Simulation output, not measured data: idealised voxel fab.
Process module, titled voxel gate over fins
cross-section cut | 180 nm wide | cells 5 nm
Cross-section = grid of square cells, listed top down in bands; band = one or more rows.
Within each band entry, the heights of the top and of the bottom of the band appear first, in that order and in nm; the materials of the band then follow from left to right, each with its corresponding width in nm. The designation "edge to edge" on a single material indicates that it fills the band from edge to edge; the designation "blank" indicates empty space.
Counting heights begins at 0, where everything beneath is, in the wafer as received, one material. The lowest band has no bottom; it goes on downwards, as "0 down" shows.
Read "30..40" as a graded width: first number on top, second number at the bottom, same change between each pair of neighbouring rows.
"nothing changed" (step): cross-section cells unchanged, all of them.
"Closed empty spaces" - sealed voids, min. 8 cells, no opening to top; format: width x height at distance (distance from left edge; nm throughout).
If you see something after the settings on a step's line, that's the simulator's own remark about that step.
"overlay nm" denotes, for a step that has a mask, the displacement of the mask to the right of its planned place, with negative values corresponding to the left.

Steps planned for the process
1. RECEIVE: material Si
2. CONFORMAL_DEP: material SiN, thk nm 10
3. DIRECTIONAL_DEP: material aC, thk nm 10
4. PATTERN: tone cover, mask id FINS, material resist, width nm 15, pitch nm 40, thk nm 25, overlay nm -5
5. DIRECTIONAL_ETCH: etch materials aC, depth nm 10
6. STRIP: etch materials resist
7. DIRECTIONAL_ETCH: etch materials SiN, depth nm 10
8. DIRECTIONAL_ETCH: etch materials Si, depth nm 30
9. STRIP: etch materials aC
10. OXIDIZE: depth nm 5
11. FILL_DEP: material SiO2, thk nm 15
12. CMP: height nm 10
13. SELECTIVE_ETCH: etch materials SiO2, depth nm 25
14. STRIP: etch materials SiN
15. CONFORMAL_DEP: material HfO2, thk nm 5
16. CONFORMAL_DEP: material TiN, thk nm 5
17. FILL_DEP: material W, thk nm 10
18. CMP: height nm 15
19. CONFORMAL_DEP: material SiCN, thk nm 10
Where the wafers of this document differ is in the overlay nm of step 4; they start out the same, and the plan states the value that applied to the first wafer.

Received condition of the first of several wafers, sectioned: post-step 1
	0 down  Si edge to edge
	Closed empty spaces: none

Take any row and you have a wafer at the end of the module: how many cells of each material it has gained (+) or lost (-) since it was received, and then its closed voids
overlay nm -5, +60 HfO2, -224 Si, +72 SiCN, +128 SiO2, +60 TiN, +84 W, Closed empty spaces: none
overlay nm 0, +60 HfO2, -224 Si, +72 SiCN, +128 SiO2, +60 TiN, +84 W, Closed empty spaces: none
overlay nm 5, +60 HfO2, -224 Si, +72 SiCN, +128 SiO2, +60 TiN, +84 W, Closed empty spaces: none
overlay nm 10, +60 HfO2, -224 Si, +72 SiCN, +128 SiO2, +60 TiN, +84 W, Closed empty spaces: none
